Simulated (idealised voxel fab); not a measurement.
process module | voxel self aligned contacts
The cross-section shown here is cut; it is 285 nm wide and divided into square cells measuring 5 nm on a side.
In this document a cross-section is written as a grid of square cells. It is given as a series of bands, listed from the top down, and a band is one or more rows of cells. Per band: top height and bottom height in nm, followed by the left-to-right materials and their widths in nm; "all across" marks a single material spanning edge to edge, "blank" marks empty space. Zero point of the height axis is 0; under it, received wafer = one material. Lowest band: continues down indefinitely, "0 down". Width "30->40": first value at the band's top row of cells, second value at its bottom row, equal change from row to row. "no alteration" means the step left every cell of the cross-section as it was. If an empty space has no open way to the top and is at least 8 cells in size, "Sealed internal cavities" lists it, written width x height at distance, where distance is measured from the left edge and every value is in nm. Whatever follows a step's settings on its line is a remark the simulator itself makes about that step. You can add "overlay nm" to a step's line. For a step with a mask, it describes how far the mask lay to the right of its planned position, and a negative number describes a lay to the left.

SO HERE'S THE LINEUP OF PROCESS STEPS WE PLANNED
step 1: RECEIVE: material Si
step 2: OXIDIZE: depth nm 5
step 3: DIRECTIONAL_DEP: material polySi, thk nm 20
step 4: DIRECTIONAL_DEP: material SiN, thk nm 20
step 5: PATTERN: tone cover, mask id GATE, material resist, width nm 30, pitch nm 65, thk nm 20, overlay nm 0
step 6: DIRECTIONAL_ETCH: etch materials SiN, depth nm 20
step 7: DIRECTIONAL_ETCH: etch materials polySi, depth nm 20
step 8: STRIP: etch materials resist
step 9: CONFORMAL_DEP: material SiN, thk nm 10
step 10: DIRECTIONAL_ETCH: etch materials SiN, depth nm 10
step 11: FILL_DEP: material SiO2, thk nm 15
step 12: CMP: height nm 50
step 13: MASKED_ETCH: tone open, mask id CONTACT, width nm 45, etch materials SiO2, depth nm 55, overlay nm 0
step 14: CONFORMAL_DEP: material TiN, thk nm 5
step 15: FILL_DEP: material W, thk nm 10
step 16: CMP: height nm 50
step 17: CONFORMAL_DEP: material SiN, thk nm 5

THE CROSS-SECTION HERE SHOWS THE WAFER AS RECEIVED, I.E. IN ITS STATE AFTER STEP 1
0 down | Si all across
Sealed internal cavities: none

CROSS-SECTION, FIRST OF TWO WAFERS, END OF MODULE, RUN AS PLANNED
55 to 50 | SiN all across
50 to 40 | SiO2 (120) / TiN (5->20) / W (35->5) / TiN (5->20) / SiO2 (120)
40 to 20 | SiO2 (85) / SiN (50) / TiN (5) / W (5) / TiN (5) / SiN (50) / SiO2 (85)
20 to 0 | SiO2 (85) / SiN (10) / polySi (30) / SiN (10) / TiN (5) / W (5) / TiN (5) / SiN (10) / polySi (30) / SiN (10) / SiO2 (85)
0 to -5 | SiO2 (135) / TiN (15) / SiO2 (135)
-5 down | Si all across
Sealed internal cavities: none

CROSS-SECTION AT END OF MODULE FOR THE SECOND WAFER OF TWO, WHICH MATCHED THE FIRST IN STARTING POINT AND PLAN AND DIFFERED BY ONE MISTAKE IN ITS PROCESSING
55 to 50 | SiN all across
50 to 45 | SiO2 (120) / TiN (5) / W (35) / TiN (5) / SiO2 (120)
45 to 40 | SiO2 (120) / TiN (45) / SiO2 (120)
40 to 20 | SiO2 (80) / SiN (60) / TiN (5) / SiN (60) / SiO2 (80)
20 to 0 | SiO2 (80) / SiN (10) / polySi (40) / SiN (10) / TiN (5) / SiN (10) / polySi (40) / SiN (10) / SiO2 (80)
0 to -5 | SiO2 (140) / TiN (5) / SiO2 (140)
-5 down | Si all across
Sealed internal cavities: none
Where did the run depart from the plan? so step 5 ended up running with a different setting than we planned, it ran as PATTERN: tone cover, mask id GATE, material resist, width nm 40, pitch nm 65, thk nm 20, overlay nm 0
Looking at both finished wafers in cells, the second ends up ahead of or behind the first on some materials: SiN +16; SiO2 -14; TiN -9; W -9; polySi +16
